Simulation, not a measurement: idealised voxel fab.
process module | voxel capacitor over wiring
cross-section cut | 280 nm wide | cells 5 nm
A cross-section is a grid of square cells, given in bands from the top down. A band is one or more rows of cells.
Each band's line starts with the height of the band's top and of its bottom, in nm. Then come its materials from left to right, each with its width in nm. One material with "throughout" fills the band from edge to edge. "air" is empty space.
Height 0 is the level under which the wafer as received is all one material. The lowest band goes on downwards, as in "0 down".
A width such as "30 to 40" changes by the same amount from each row of cells to the next, from the band's top row to its bottom row.
"no change" after a step means that no cell of the cross-section changed.
closed voids: empty space of 8 cells or more with no open way to the top, each as width x height at its distance from the left edge, in nm
after a step's settings: what the simulator itself notes on the step
overlay nm, on a step with a mask: how far to the right of its planned place the mask lay; to the left if negative
plan
1 op RECEIVE | material Si
2 op CONFORMAL_DEP | material SiO2 | thk nm 15
3 op CONFORMAL_DEP | material SiCN | thk nm 5
4 op DIRECTIONAL_DEP | material lowk | thk nm 15
5 op MASKED_ETCH | tone open | mask id METAL_1 | width nm 25 | pitch nm 90 | etch materials lowk | depth nm 15 | overlay nm 0
6 op MASKED_ETCH | tone open | mask id METAL_1 | width nm 25 | pitch nm 90 | etch materials SiCN | depth nm 5 | overlay nm 0
7 op CONFORMAL_DEP | material TiN | thk nm 5
8 op FILL_DEP | material Cu | thk nm 5
9 op CMP | height nm 35
10 op CONFORMAL_DEP | material SiCN | thk nm 5
11 op DIRECTIONAL_DEP | material SiO2 | thk nm 20
12 op MASKED_ETCH | tone open | mask id PLUG_1 | width nm 15 | etch materials SiO2 | depth nm 20 | overlay nm 0
13 op MASKED_ETCH | tone open | mask id PLUG_1 | width nm 15 | etch materials SiCN | depth nm 5 | overlay nm 0
14 op EPI | material Ru | thk nm 10
15 op EPI | material Ru | thk nm 10
16 op EPI | material Ru | thk nm 5
17 op DIRECTIONAL_DEP | material TiN | thk nm 10
18 op DIRECTIONAL_DEP | material Al2O3 | thk nm 5
19 op DIRECTIONAL_DEP | material TiN | thk nm 5
20 op PATTERN | tone cover | mask id UPPER_PLATE | material resist | width nm 70 | thk nm 15 | overlay nm 0
21 op DIRECTIONAL_ETCH | etch materials TiN | depth nm 5
22 op DIRECTIONAL_ETCH | etch materials Al2O3 | depth nm 5
23 op STRIP | etch materials resist
24 op MASKED_ETCH | tone cover | mask id LOWER_PLATE | width nm 80 | etch materials TiN | depth nm 10 | overlay nm 0
25 op FILL_DEP | material SiO2 | thk nm 20
26 op CMP | height nm 95
27 op PATTERN | tone open | mask id PLUG_2 | material resist | width nm 15 | thk nm 20 | overlay nm 0
28 op DIRECTIONAL_ETCH | etch materials SiO2 | depth nm 15
29 op STRIP | etch materials resist
30 op CONFORMAL_DEP | material TiN | thk nm 5
31 op FILL_DEP | material W | thk nm 10
32 op CMP | height nm 95
33 op CONFORMAL_DEP | material SiCN | thk nm 5
as received, after step 1
  0 down: Si throughout
  closed voids: none
first wafer at the end, as planned
  100 to 95: SiCN throughout
  95 to 85: SiO2 100 | TiN 5 | W 5 | TiN 5 | SiO2 165
  85 to 75: SiO2 100 to 90 | TiN 15 to 70 | SiO2 165 to 120
  75 to 70: SiO2 90 | Al2O3 70 | SiO2 120
  70 to 60: SiO2 85 | TiN 80 | SiO2 115
  60 to 40: SiO2 90 | Ru 15 | SiO2 175
  40 to 35: SiCN 90 | Ru 15 | SiCN 175
  35 to 20: lowk 80 | TiN 5 | Cu 15 | TiN 5 | lowk 65 | TiN 5 | Cu 15 | TiN 5 | lowk 85
  20 to 15: SiCN 80 | TiN 25 | SiCN 65 | TiN 25 | SiCN 85
  15 to 0: SiO2 throughout
  0 down: Si throughout
  closed voids: none
second wafer at the end: like start, like plan, one mistake
  115 to 110: SiCN throughout
  110 to 100: W throughout
  100 to 95: TiN 105 | W 5 | TiN 170
  95 to 85: SiO2 100 | TiN 5 | W 5 | TiN 5 | SiO2 165
  85 to 75: SiO2 100 to 90 | TiN 15 to 70 | SiO2 165 to 120
  75 to 70: SiO2 90 | Al2O3 70 | SiO2 120
  70 to 60: SiO2 85 | TiN 80 | SiO2 115
  60 to 40: SiO2 90 | Ru 15 | SiO2 175
  40 to 35: SiCN 90 | Ru 15 | SiCN 175
  35 to 20: lowk 80 | TiN 5 | Cu 15 | TiN 5 | lowk 65 | TiN 5 | Cu 15 | TiN 5 | lowk 85
  20 to 15: SiCN 80 | TiN 25 | SiCN 65 | TiN 25 | SiCN 85
  15 to 0: SiO2 throughout
  0 down: Si throughout
  closed voids: none
what went wrong: step 32 was left out
at the end the second wafer has, in cells: 55 more of TiN | 113 more of W
